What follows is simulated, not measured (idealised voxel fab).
process module | voxel self aligned contacts
cross-section cut | 170 nm wide | cells 5 nm
A cross-section is a grid of square cells, given in bands from the top down. A band is one or more rows of cells.
Each band's line starts with the height of the band's top and of its bottom, in nm. Then come its materials from left to right, each with its width in nm. One material with "throughout" fills the band from edge to edge. "air" is empty space.
Height 0 is the level under which the wafer as received is all one material. The lowest band goes on downwards, as in "0 down".
A width such as "30 to 40" changes by the same amount from each row of cells to the next, from the band's top row to its bottom row.
"no change" after a step means that no cell of the cross-section changed.
closed voids: empty space of 8 cells or more with no open way to the top, each as width x height at its distance from the left edge, in nm
after a step's settings: what the simulator itself notes on the step
overlay nm, on a step with a mask: how far to the right of its planned place the mask lay; to the left if negative
plan
1 op RECEIVE | material Si
2 op CONFORMAL_DEP | material SiO2 | thk nm 5
3 op DIRECTIONAL_DEP | material polySi | thk nm 30
4 op DIRECTIONAL_DEP | material SiN | thk nm 20
5 op MASKED_ETCH | tone cover | mask id GATE | width nm 35 | pitch nm 70 | etch materials SiN | depth nm 20 | overlay nm 0
6 op MASKED_ETCH | tone cover | mask id GATE | width nm 35 | pitch nm 70 | etch materials polySi | depth nm 30 | overlay nm 0
7 op CONFORMAL_DEP | material SiN | thk nm 5
8 op DIRECTIONAL_ETCH | etch materials SiN | depth nm 5
9 op FILL_DEP | material SiO2 | thk nm 20
10 op CMP | height nm 65
11 op MASKED_ETCH | tone open | mask id CONTACT | width nm 45 | etch materials SiO2 | depth nm 65 | overlay nm 0
12 op CONFORMAL_DEP | material TiN | thk nm 5
13 op FILL_DEP | material Ru | thk nm 10
14 op CMP | height nm 65
15 op CONFORMAL_DEP | material SiCN | thk nm 5
as received, after step 1
  0 down: Si throughout
  closed voids: none
a wafer at the end: this start, this plan, one mistake
  70 to 65: SiCN throughout
  65 to 55: SiO2 60 | TiN 5 to 15 | Ru 35 to 15 | TiN 5 to 15 | SiO2 65
  55 to 35: SiO2 25 | SiN 45 | TiN 5 | Ru 15 | TiN 5 | SiN 45 | SiO2 30
  35 to 15: SiO2 25 | SiN 5 | polySi 35 | SiN 5 | TiN 5 | Ru 15 | TiN 5 | SiN 5 | polySi 35 | SiN 5 | SiO2 30
  15 to 10: SiO2 25 | SiN 5 | polySi 35 | SiN 5 | TiN 25 | SiN 5 | polySi 35 | SiN 5 | SiO2 30
  10 to 5: SiN 30 | polySi 35 | SiN 35 | polySi 35 | SiN 35
  5 to 0: SiO2 throughout
  0 down: Si throughout
  closed voids: none
what went wrong: steps 7 and 8 were swapped
